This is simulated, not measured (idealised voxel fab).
process module | voxel self aligned vias
Cross-sectional view cut (width: 280 nm; square cell size: 5 nm).
How to read a cross-section here: the picture is a grid of square cells, written as bands going from the top down, and any band can span one or more rows of cells. This entry defines a band. It first specifies the height of the band's top and the height of its bottom in nm, and then specifies the band's materials from left to right, stating each material with its width in nm. The word "all across" identifies a single material that fills the band from edge to edge, while the word "blank" identifies empty space. Heights are measured from 0, the level below which the as-received wafer is all one material; the lowest band has no bottom and continues downward, written as in "0 down". So if you see something like "30 to 40" for the width, read it as the top row of the band sitting at the first number and the bottom row at the second, with every row in between moving by the same amount as the last. The cross-section has no changed cell in any step marked "nothing got changed". If an empty space has no open way to the top and is at least 8 cells in size, "Catalogued sealed voids" lists it, written width x height at distance, where distance is measured from the left edge and every value is in nm. If you see something after the settings on a step's line, that's the simulator's own remark about that step. overlay nm: step with mask; distance mask lay right of planned place; negative value = left of planned place.
# The steps planned for the process are as follows
- 1: RECEIVE [material Si]
- 2: CONFORMAL_DEP [material SiO2] [thk nm 10]
- 3: CONFORMAL_DEP [material SiCN] [thk nm 5]
- 4: DIRECTIONAL_DEP [material SiO2] [thk nm 30]
- 5: MASKED_ETCH [tone open] [mask id LINES] [width nm 30] [pitch nm 70] [etch materials SiO2] [depth nm 30] [overlay nm 0]
- 6: CONFORMAL_DEP [material TiN] [thk nm 5]
- 7: FILL_DEP [material Ru] [thk nm 10]
- 8: CMP [height nm 45]
- 9: SELECTIVE_ETCH [etch materials W Ru TiN] [depth nm 5]
- 10: FILL_DEP [material SiN] [thk nm 5]
- 11: CMP [height nm 45]
- 12: DIRECTIONAL_DEP [material SiO2] [thk nm 20]
- 13: MASKED_ETCH [tone open] [mask id VIAS] [width nm 50] [etch materials SiO2] [depth nm 20] [overlay nm 0]
- 14: MASKED_ETCH [tone open] [mask id VIAS] [width nm 50] [etch materials SiN] [depth nm 5] [overlay nm 0]
- 15: CONFORMAL_DEP [material TiN] [thk nm 5]
- 16: FILL_DEP [material W] [thk nm 10]
- 17: CMP [height nm 65]
- 18: CONFORMAL_DEP [material SiCN] [thk nm 5]
# Wafer as received: cross-section following step 1
    0 down: Si all across
    Catalogued sealed voids: none
# first wafer at the end, as planned
    70 to 65: SiCN all across
    65 to 50: SiO2 80 nm  TiN 5 nm  W 40 nm  TiN 5 nm  SiO2 150 nm
    50 to 45: SiO2 80 nm  TiN 15 nm  W 20 nm  TiN 15 nm  SiO2 150 nm
    45 to 40: SiO2 90 nm  TiN 30 nm  SiO2 40 nm  SiN 30 nm  SiO2 90 nm
    40 to 20: SiO2 90 nm  TiN 5 nm  Ru 20 nm  TiN 5 nm  SiO2 40 nm  TiN 5 nm  Ru 20 nm  TiN 5 nm  SiO2 90 nm
    20 to 15: SiO2 90 nm  TiN 30 nm  SiO2 40 nm  TiN 30 nm  SiO2 90 nm
    15 to 10: SiCN all across
    10 to 0: SiO2 all across
    0 down: Si all across
    Catalogued sealed voids: none
# So this is wafer number two of the two, cut at the end of the module - it started where the first did and had the same plan, we just got one thing wrong running it
    70 to 65: SiCN all across
    65 to 50: SiO2 85 nm  TiN 5 nm  W 30 nm  TiN 5 nm  SiO2 155 nm
    50 to 45: SiO2 85 nm  TiN 10 nm  W 20 nm  TiN 10 nm  SiO2 155 nm
    45 to 40: SiO2 90 nm  TiN 30 nm  SiO2 40 nm  SiN 30 nm  SiO2 90 nm
    40 to 20: SiO2 90 nm  TiN 5 nm  Ru 20 nm  TiN 5 nm  SiO2 40 nm  TiN 5 nm  Ru 20 nm  TiN 5 nm  SiO2 90 nm
    20 to 15: SiO2 90 nm  TiN 30 nm  SiO2 40 nm  TiN 30 nm  SiO2 90 nm
    15 to 10: SiCN all across
    10 to 0: SiO2 all across
    0 down: Si all across
    Catalogued sealed voids: none
Finding, execution versus plan: step 13 was not run as planned; what actually ran was MASKED_ETCH [tone open] [mask id VIAS] [width nm 40] [etch materials SiO2] [depth nm 20] [overlay nm 0]
Final difference in cells, second wafer against first, listed per material as more or fewer: +8 SiO2; -2 TiN; -6 W
